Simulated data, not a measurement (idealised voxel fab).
The process module that follows is named voxel self aligned contacts.
Xsec cut, 300 nm wide, square cell size 5 nm.
Cross-sections here: square-cell grids, written as top-down lists of bands, a band being one or more rows of cells.
Each band's line starts with the height of the band's top and of its bottom, in nm. Then come its materials from left to right, each with its width in nm. One material with "edge to edge" fills the band from edge to edge. "blank" is empty space.
We count height from 0. Below that, the starting wafer is all one material. The lowest band never ends at the bottom but goes on down; see "0 nm and below" for how that is written.
A two-number width, for instance "30..40", indicates that the width is equal to the first number in the top row of the band and to the second number in the bottom row, and that it changes by a constant amount per row of cells.
The cross-section has no changed cell in any step marked "nothing got changed".
So "Listed closed voids" is basically the list of trapped voids: any empty space of 8 cells or more that can't reach the top through an opening. They're written width x height at distance, the distance being from the left edge, and it's all nm.
The remark found on a step's line after its settings is issued by the simulator itself and pertains to that step.
When a step includes a mask, the "overlay nm" setting on its line states how far to the right of its planned place that mask lay, and negative values state how far to the left.
### This section lists the process steps that were planned
1. RECEIVE, material Si
2. OXIDIZE, depth nm 5
3. DIRECTIONAL_DEP, material polySi, thk nm 30
4. DIRECTIONAL_DEP, material SiN, thk nm 15
5. DIRECTIONAL_DEP, material aC, thk nm 15
6. PATTERN, tone cover, mask id GATE, material resist, width nm 30, pitch nm 55, thk nm 30, overlay nm 0
7. DIRECTIONAL_ETCH, etch materials aC, depth nm 15
8. STRIP, etch materials resist
9. DIRECTIONAL_ETCH, etch materials SiN, depth nm 15
10. DIRECTIONAL_ETCH, etch materials polySi, depth nm 30
11. STRIP, etch materials aC
12. CONFORMAL_DEP, material SiN, thk nm 5
13. DIRECTIONAL_ETCH, etch materials SiN, depth nm 5
14. FILL_DEP, material SiO2, thk nm 15
15. CMP, height nm 50
16. MASKED_ETCH, tone open, mask id CONTACT, width nm 35, etch materials SiO2, depth nm 55, overlay nm 0
17. CONFORMAL_DEP, material TiN, thk nm 5
18. FILL_DEP, material Ru, thk nm 5
19. CMP, height nm 50
20. CONFORMAL_DEP, material SiCN, thk nm 5
### The cross-section here shows the wafer as received, i.e. in its state after step 1
	0 nm and below | Si edge to edge
	Listed closed voids: none
### Cross-sectional view of the first of the two wafers upon completion of the module, processed in accordance with the plan
	55 nm to 50 nm | SiCN edge to edge
	50 nm to 45 nm | SiO2: 130; TiN: 15; Ru: 5; TiN: 15; SiO2: 135
	45 nm to 30 nm | SiO2: 100; SiN: 40; TiN: 5; Ru: 5; TiN: 5; SiN: 40; SiO2: 105
	30 nm to 0 nm | SiO2: 100; SiN: 5; polySi: 30; SiN: 5; TiN: 5; Ru: 5; TiN: 5; SiN: 5; polySi: 30; SiN: 5; SiO2: 105
	0 nm to -5 nm | SiO2: 140; TiN: 15; SiO2: 145
	-5 nm and below | Si edge to edge
	Listed closed voids: none
### What the second wafer looks like in cross-section once the module is done. Its start and its plan matched the first wafer's exactly; what differed was one mistake in how it was run
	55 nm to 50 nm | SiCN edge to edge
	50 nm to 45 nm | SiO2: 100; TiN: 45; Ru: 5; TiN: 45; SiO2: 105
	45 nm to 30 nm | SiO2: 100; TiN: 5; SiN: 30; TiN: 10; Ru: 5; TiN: 10; SiN: 30; TiN: 5; SiO2: 105
	30 nm to 10 nm | SiO2: 100; TiN: 5; polySi: 30; TiN: 10; Ru: 5; TiN: 10; polySi: 30; TiN: 5; SiO2: 105
	10 nm to 5 nm | SiO2: 100; TiN: 5; polySi: 30; TiN: 25; polySi: 30; TiN: 5; SiO2: 105
	5 nm to 0 nm | TiN: 105; polySi: 30; TiN: 25; polySi: 30; TiN: 110
	0 nm to -5 nm | SiO2 edge to edge
	-5 nm and below | Si edge to edge
	Listed closed voids: none
Which mistake was made when the wafer was run? note that step 12 departed from the planned setting and was carried out as CONFORMAL_DEP, material TiN, thk nm 5
In the final state, the cell counts of the second wafer exceed or fall short of those of the first for the following materials: 2 fewer of Ru, 36 fewer of SiN, 50 fewer of SiO2, 88 more of TiN
